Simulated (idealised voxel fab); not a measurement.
Presented below is a process module, voxel local oxidation.
The figure presents cross-section cut, which has a width of 240 nm and is divided into square cells with an edge length of 5 nm.
Just so we're on the same page, the cross-sections are grids of square cells, and they're listed out in bands top to bottom, each band one or more rows deep.
Per band: top height and bottom height in nm, followed by the left-to-right materials and their widths in nm; "edge to edge" marks a single material spanning edge to edge, "blank" marks empty space.
Heights are expressed relative to 0, this being the level below which the as-received wafer comprises one material exclusively. The lowest band is unbounded in the downward direction and is denoted as in "0..down".
Per-row width for "30 to 40": begins at first number (top row of band), ends at second number (bottom row), increment between rows held constant.
Where the words "nothing altered" appear for a step, the cross-section shows no cell changed by that step; every cell remained as before.
"Enclosed void list" means: voids of 8 cells or more that are shut off from the top with no open way through. Written width x height at distance, distance from the left edge, in nm.
The remark found on a step's line after its settings is issued by the simulator itself and pertains to that step.
When a step includes a mask, the "overlay nm" setting on its line states how far to the right of its planned place that mask lay, and negative values state how far to the left.
The steps planned for the process are as follows:
1 op RECEIVE | material Si
2 op OXIDIZE | depth nm 5
3 op CONFORMAL_DEP | material SiN | thk nm 15
4 op MASKED_ETCH | tone cover | mask id ACTIVE | width nm 90 | etch materials SiN | depth nm 15 | overlay nm 0
5 op SELECTIVE_ETCH | etch materials SiO2 | depth nm 5
6 op OXIDIZE | depth nm 10
7 op STRIP | etch materials SiN
Below: the first of two wafers, run as planned:
Wafer at receipt (post step 1), cross-section:
    0..down | Si edge to edge
    Enclosed void list: none
How the wafer stands in section after step 2:
    0..-5 | SiO2 edge to edge
    Below -5, no change.
How the wafer stands in section after step 3:
    15..0 | SiN edge to edge
    Below 0, no change.
How the wafer stands in section after step 4:
    15..0 | 75 nm blank; 90 nm SiN; 75 nm blank
    Below 0, no change.
How the wafer stands in section after step 5:
    15..0 | 75 nm blank; 90 nm SiN; 75 nm blank
    0..-5 | 80 nm blank; 80 nm SiO2; 80 nm blank
    Below -5, no change.
How the wafer stands in section after step 6:
    15..0 | 75 nm blank; 90 nm SiN; 75 nm blank
    0..-5 | 80 nm blank; 80 nm SiO2; 80 nm blank
    -5..-15 | 90 nm SiO2; 60 nm Si; 90 nm SiO2
    Below -15, no change.
How the wafer stands in section after step 7:
    0..-5 | 80 nm blank; 80 nm SiO2; 80 nm blank
    Below -5, no change.
Companion wafer, the second of two: same beginning, same intended sequence, one mistake in carrying it out; through step 3 inclusive it tracks the first exactly:
What the second wafer looks like in cross-section when step 4 should have wrapped up:
    15..0 | 75 nm blank; 90 nm SiN; 75 nm blank
    Below 0, no change.
What the second wafer looks like in cross-section when step 5 should have wrapped up:
    15..0 | 75 nm blank; 90 nm SiN; 75 nm blank
    0..-5 | 80 nm blank; 80 nm SiO2; 80 nm blank
    Below -5, no change.
What the second wafer looks like in cross-section when step 6 should have wrapped up:
    15..0 | 75 nm blank; 90 nm SiN; 75 nm blank
    0..-5 | 80 nm blank; 80 nm SiO2; 80 nm blank
    -5..-15 | 90 nm SiO2; 60 nm Si; 90 nm SiO2
    Below -15, no change.
What the second wafer looks like in cross-section when step 7 should have wrapped up:
    0..-5 | 80 nm blank; 80 nm SiO2; 80 nm blank
    Below -5, no change.
Error vs. plan: step 4 of the plan was performed twice
Since the two wafers finish with cross-sections that are the same, nothing this model computes is changed by the mistake.
